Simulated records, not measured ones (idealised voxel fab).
Module name: voxel air gaps (process module)
For reference, the cross-section in this document is cut, with width 245 nm and square cells of 5 nm.
The cross-sections in this document take the form of a grid made of square cells. They are written out as bands, in order from top to bottom. Each band consists of one or more rows of cells. This entry defines a band. It first specifies the height of the band's top and the height of its bottom in nm, and then specifies the band's materials from left to right, stating each material with its width in nm. The word "everywhere" identifies a single material that fills the band from edge to edge, while the word "empty" identifies empty space. Below 0: as-received wafer, all one material; heights counted from there. Lowest band: no bottom, goes on down, written "0 nm and below". Quick explanation for "30->40": the width changes in equal steps down the rows of cells, from the first number in the band's top row to the second number in its bottom row. "same as before" after a step means that no cell of the cross-section changed. Heads up: "Entrapped void list" only lists the empty pockets with no open path to the top that are 8 cells or more, and it writes them as width x height at distance, distance from the left edge, in nm. Post-settings text on a step line: simulator's own remark regarding the step. You can add "overlay nm" to a step's line. For a step with a mask, it describes how far the mask lay to the right of its planned position, and a negative number describes a lay to the left.

Below is the list of planned process steps
step 1: RECEIVE (material Si)
step 2: CONFORMAL_DEP (material SiO2; thk nm 10)
step 3: CONFORMAL_DEP (material SiN; thk nm 5)
step 4: DIRECTIONAL_DEP (material lowk; thk nm 40)
step 5: DIRECTIONAL_DEP (material aC; thk nm 10)
step 6: PATTERN (tone open; mask id LINES; material resist; width nm 25; pitch nm 50; thk nm 30; overlay nm 0)
step 7: DIRECTIONAL_ETCH (etch materials aC; depth nm 10)
step 8: STRIP (etch materials resist)
step 9: DIRECTIONAL_ETCH (etch materials lowk; depth nm 40)
step 10: STRIP (etch materials aC)
step 11: CONFORMAL_DEP (material TiN; thk nm 5)
step 12: FILL_DEP (material Ru; thk nm 5)
step 13: CMP (height nm 55)
step 14: EPI (material Ru; thk nm 10)
step 15: SELECTIVE_ETCH (etch materials lowk; depth nm 50)
step 16: CONFORMAL_DEP (material SiN; thk nm 5)

Cross-section: wafer on arrival = after step 1
> 0 nm and below: Si everywhere
> Entrapped void list: none

Module complete - cross-section of the first of two wafers, run according to plan
> 70 nm to 65 nm: empty: 45  SiN: 155  empty: 45
> 65 nm to 55 nm: empty: 45  SiN: 5  Ru: 45  SiN: 5  Ru: 45  SiN: 5  Ru: 45  SiN: 5  empty: 45
> 55 nm to 50 nm: empty: 45  SiN: 15  TiN: 5  Ru: 15  TiN: 5  SiN: 25  TiN: 5  Ru: 15  TiN: 5  SiN: 25  TiN: 5  Ru: 15  TiN: 5  SiN: 15  empty: 45
> 50 nm to 20 nm: empty: 55  SiN: 5  TiN: 5  Ru: 15  TiN: 5  SiN: 5  empty: 15  SiN: 5  TiN: 5  Ru: 15  TiN: 5  SiN: 5  empty: 15  SiN: 5  TiN: 5  Ru: 15  TiN: 5  SiN: 5  empty: 55
> 20 nm to 15 nm: SiN: 60  TiN: 25  SiN: 25  TiN: 25  SiN: 25  TiN: 25  SiN: 60
> 15 nm to 10 nm: SiN everywhere
> 10 nm to 0 nm: SiO2 everywhere
> 0 nm and below: Si everywhere
> Entrapped void list: 15 x 30 at 90; 15 x 30 at 140

Cross-sectional view of the second of two wafers upon completion of the module. This wafer shared its starting condition and process plan with the first; one error was made during its execution
> 70 nm to 65 nm: empty: 50  SiN: 45  empty: 5  SiN: 45  empty: 5  SiN: 45  empty: 50
> 65 nm to 55 nm: empty: 50  SiN: 5  Ru: 35  SiN: 5  empty: 5  SiN: 5  Ru: 35  SiN: 5  empty: 5  SiN: 5  Ru: 35  SiN: 5  empty: 50
> 55 nm to 50 nm: empty: 50  SiN: 15  TiN: 5  Ru: 5  TiN: 5  SiN: 15  empty: 5  SiN: 15  TiN: 5  Ru: 5  TiN: 5  SiN: 15  empty: 5  SiN: 15  TiN: 5  Ru: 5  TiN: 5  SiN: 15  empty: 50
> 50 nm to 20 nm: empty: 60  SiN: 5  TiN: 5  Ru: 5  TiN: 5  SiN: 5  empty: 25  SiN: 5  TiN: 5  Ru: 5  TiN: 5  SiN: 5  empty: 25  SiN: 5  TiN: 5  Ru: 5  TiN: 5  SiN: 5  empty: 60
> 20 nm to 15 nm: SiN: 65  TiN: 15  SiN: 35  TiN: 15  SiN: 35  TiN: 15  SiN: 65
> 15 nm to 10 nm: SiN everywhere
> 10 nm to 0 nm: SiO2 everywhere
> 0 nm and below: Si everywhere
> Entrapped void list: none
Heads up, the wafer didn't run the way we planned it: for step 6, the planned setting was not used; the step was instead run as PATTERN (tone open; mask id LINES; material resist; width nm 15; pitch nm 50; thk nm 30; overlay nm 0)
at the end the second wafer has, in cells: Ru: 54 fewer; SiN: 8 more; TiN: 6 fewer
Upon completion, the first wafer exhibits 2 closed voids and the second wafer exhibits 0.
